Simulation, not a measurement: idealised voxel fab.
Proc. module: voxel ribs on slabs
Square cell edge 5 nm, section width 205 nm, ID cut.
Cross-section, as written here: a square-cell grid given band by band from the top down, where a band holds one or more rows of cells. Band entry format. Leading values: height of top, height of bottom, nm. Remainder: materials in left-to-right order, each with its width in nm. Special words: "throughout" on a single material, which then fills the band edge to edge; "blank", empty space. For the purposes of this specification, 0 denotes the height below which the wafer in its as-received condition is composed wholly of one material, and the lowermost band, lacking a lower limit, extends downward without end, as expressed in "0..down". Think of "30..40" as a width that walks from the first number to the second as you go down the band, top row to bottom row, taking equal-sized steps from row to row. When a step is marked "remained unchanged", none of the cells in the cross-section changed during that step. For the entry "Closed cavities", the listed items are empty spaces with no open way to the top whose size is 8 cells or more; each item follows the pattern width x height at distance, where distance is from the left edge and all three are in nm. Heads up: the bit after the settings on a step's line is the simulator's remark on that step. "overlay nm" on a masked step: distance the mask lay right of its planned place, negative for left.
THE PROCESS STEPS THAT WERE PLANNED ARE LISTED BELOW
1. RECEIVE,material Si
2. DIRECTIONAL_DEP,material SiO2,thk nm 25
3. DIRECTIONAL_DEP,material SiN,thk nm 15
4. DIRECTIONAL_DEP,material aC,thk nm 15
5. PATTERN,tone cover,mask id RIB,material resist,width nm 20,thk nm 30,overlay nm 0
6. DIRECTIONAL_ETCH,etch materials aC,depth nm 15
7. STRIP,etch materials resist
8. DIRECTIONAL_ETCH,etch materials SiN,depth nm 5
9. STRIP,etch materials aC
10. MASKED_ETCH,tone cover,mask id SLAB,width nm 80,etch materials SiN,depth nm 10,overlay nm 0
11. FILL_DEP,material SiO2,thk nm 25
12. CMP,height nm 55
13. DIRECTIONAL_DEP,material TiN,thk nm 5
14. PATTERN,tone cover,mask id HEATER,material resist,width nm 30,thk nm 15,overlay nm 0
15. DIRECTIONAL_ETCH,etch materials TiN,depth nm 5
16. STRIP,etch materials resist
17. CONFORMAL_DEP,material SiO2,thk nm 10
WAFER AT RECEIPT (POST STEP 1), CROSS-SECTION
	0..down: Si throughout
	Closed cavities: none
WHAT THE WAFER LOOKS LIKE IN CROSS-SECTION AFTER THIS MODULE, WHEN IT STARTS AS SHOWN ABOVE AND FOLLOWS THE PLAN ABOVE BUT ONE MISTAKE IS MADE IN RUNNING IT
	70..65: 75 nm blank, 50 nm SiO2, 80 nm blank
	65..60: SiO2 throughout
	60..55: 85 nm SiO2, 30 nm TiN, 90 nm SiO2
	55..40: SiO2 throughout
	40..35: 85 nm SiO2, 20 nm SiN, 100 nm SiO2
	35..25: 60 nm SiO2, 80 nm SiN, 65 nm SiO2
	25..0: SiO2 throughout
	0..down: Si throughout
	Closed cavities: none
What was the processing mistake? off-plan run, step 5, actual operation and settings PATTERN,tone cover,mask id RIB,material resist,width nm 20,thk nm 30,overlay nm -5
